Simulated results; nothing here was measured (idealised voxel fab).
This section sets out a process module, namely voxel transistor to metal.
cross-section cut | 205 nm wide | cells 5 nm
Notation: cross-section as square-cell grid; stated in bands, top first, going down; one or more cell rows per band. Band entry format. Leading values: height of top, height of bottom, nm. Remainder: materials in left-to-right order, each with its width in nm. Special words: "edge to edge" on a single material, which then fills the band edge to edge; "blank", empty space. It should be noted that heights are counted from 0, beneath which the wafer as supplied is of one material throughout, and that the lowest band possesses no lower boundary but continues downward, as written in "0 nm and below". Width: "30..40" (first number = top row, second number = bottom row, same change from row to row of cells). The designation "stayed the same", where it is given for a processing step, indicates that no cell of the cross-section was altered in the course of that step. Enclosed voids (no open way to top), threshold 8 cells or more, entry "Closed void inventory", notation width x height at distance, distance from left edge, nm. What comes after the settings on a step's line is commentary from the simulator itself on that step. Each step line may optionally specify "overlay nm", which for a step with a mask gives the rightward distance between the mask's planned place and where it lay, a negative value indicating the leftward direction.

Steps in the process plan:
1,RECEIVE,material Si
2,CONFORMAL_DEP,material SiO2,thk nm 5
3,CONFORMAL_DEP,material SiN,thk nm 15
4,PATTERN,tone cover,mask id ACTIVE,material resist,width nm 105,thk nm 20,overlay nm 0
5,DIRECTIONAL_ETCH,etch materials SiN,depth nm 15
6,DIRECTIONAL_ETCH,etch materials SiO2,depth nm 5
7,DIRECTIONAL_ETCH,etch materials Si,depth nm 30
8,STRIP,etch materials resist
9,OXIDIZE,depth nm 5
10,FILL_DEP,material SiO2,thk nm 15
11,CMP,height nm 20
12,SELECTIVE_ETCH,etch materials SiO2,depth nm 15
13,STRIP,etch materials SiN
14,SELECTIVE_ETCH,etch materials SiO2,depth nm 5
15,OXIDIZE,depth nm 5
16,DIRECTIONAL_DEP,material polySi,thk nm 25
17,DIRECTIONAL_DEP,material SiCN,thk nm 10
18,PATTERN,tone cover,mask id GATE,material resist,width nm 25,thk nm 15,overlay nm 0
19,DIRECTIONAL_ETCH,etch materials SiCN,depth nm 20
20,DIRECTIONAL_ETCH,etch materials polySi,depth nm 35
21,STRIP,etch materials resist
22,CONFORMAL_DEP,material SiN,thk nm 10
23,DIRECTIONAL_ETCH,etch materials SiN,depth nm 10
24,DIRECTIONAL_ETCH,etch materials SiO2,depth nm 5
25,EPI,material nSi,thk nm 5
26,FILL_DEP,material SiO2,thk nm 10
27,CMP,height nm 25
28,STRIP,etch materials polySi
29,SELECTIVE_ETCH,etch materials SiO2,depth nm 5
30,CONFORMAL_DEP,material HfO2,thk nm 5
31,CONFORMAL_DEP,material TiN,thk nm 5
32,FILL_DEP,material W,thk nm 10
33,CMP,height nm 20
34,DIRECTIONAL_DEP,material SiO2,thk nm 15
35,MASKED_ETCH,tone open,mask id CONTACT,width nm 15,pitch nm 80,etch materials SiO2,depth nm 35,overlay nm 0
36,CONFORMAL_DEP,material TiN,thk nm 5
37,FILL_DEP,material W,thk nm 5
38,CMP,height nm 35
39,DIRECTIONAL_DEP,material TiN,thk nm 5
40,DIRECTIONAL_DEP,material W,thk nm 15
41,DIRECTIONAL_DEP,material aC,thk nm 10
42,PATTERN,tone cover,mask id METAL_1,material resist,width nm 15,pitch nm 80,thk nm 25,overlay nm 0
43,DIRECTIONAL_ETCH,etch materials aC,depth nm 10
44,STRIP,etch materials resist
45,DIRECTIONAL_ETCH,etch materials W,depth nm 15
46,DIRECTIONAL_ETCH,etch materials TiN,depth nm 5
47,STRIP,etch materials aC
48,CONFORMAL_DEP,material SiCN,thk nm 5
49,FILL_DEP,material SiO2,thk nm 10
50,CMP,height nm 55
51,CONFORMAL_DEP,material SiCN,thk nm 5
52,DIRECTIONAL_DEP,material SiO2,thk nm 30
53,MASKED_ETCH,tone open,mask id METAL_2,width nm 15,pitch nm 80,etch materials SiO2,depth nm 20,overlay nm 0
54,DIRECTIONAL_DEP,material aC,thk nm 15
55,PATTERN,tone open,mask id METAL_2_HOLES,material resist,width nm 15,pitch nm 80,thk nm 35,overlay nm 0
56,DIRECTIONAL_ETCH,etch materials aC,depth nm 15
57,STRIP,etch materials resist
58,DIRECTIONAL_ETCH,etch materials SiO2,depth nm 10
59,DIRECTIONAL_ETCH,etch materials SiCN,depth nm 5
60,STRIP,etch materials aC
61,CONFORMAL_DEP,material TiN,thk nm 5
62,FILL_DEP,material Cu,thk nm 5
63,CMP,height nm 90
64,CONFORMAL_DEP,material SiCN,thk nm 5

Cross-section of the incoming wafer, state after step 1:
* 0 nm and below = Si edge to edge
* Closed void inventory: none

The cross-section shown corresponds to the wafer at the conclusion of the module. The initial structure and the process plan are those presented above; however, one mistake occurred in executing the plan:
* 95 nm to 90 nm = SiCN edge to edge
* 90 nm to 60 nm = 55 of SiO2, 5 of TiN, 5 of Cu, 5 of TiN, 65 of SiO2, 5 of TiN, 5 of Cu, 5 of TiN, 55 of SiO2
* 60 nm to 55 nm = 55 of SiCN, 15 of TiN, 65 of SiCN, 15 of TiN, 55 of SiCN
* 55 nm to 40 nm = 50 of SiO2, 5 of SiCN, 15 of W, 5 of SiCN, 55 of SiO2, 5 of SiCN, 15 of W, 5 of SiCN, 50 of SiO2
* 40 nm to 35 nm = 55 of SiCN, 15 of TiN, 65 of SiCN, 15 of TiN, 55 of SiCN
* 35 nm to 20 nm = 55 of SiO2, 5 of TiN, 5 of W, 5 of TiN, 65 of SiO2, 5 of TiN, 5 of W, 5 of TiN, 55 of SiO2
* 20 nm to 5 nm = 55 of SiO2, 5 of TiN, 5 of W, 5 of TiN, 10 of SiO2, 10 of SiN, 5 of HfO2, 5 of TiN, 5 of W, 5 of TiN, 5 of HfO2, 10 of SiN, 10 of SiO2, 5 of TiN, 5 of W, 5 of TiN, 55 of SiO2
* 5 nm to 0 nm = 55 of SiO2, 15 of TiN, 10 of SiO2, 10 of SiN, 5 of HfO2, 15 of TiN, 5 of HfO2, 10 of SiN, 10 of SiO2, 15 of TiN, 55 of SiO2
* 0 nm to -5 nm = 45 of SiO2, 35 of nSi, 5 of SiO2, 35 of HfO2, 5 of SiO2, 25 of nSi, 55 of SiO2
* -5 nm to -35 nm = 50 of SiO2, 95 of Si, 60 of SiO2
* -35 nm and below = Si edge to edge
* Closed void inventory: none
Heads up, the wafer didn't run the way we planned it: planned and actual differ for step 4; actual: PATTERN,tone cover,mask id ACTIVE,material resist,width nm 105,thk nm 20,overlay nm -5
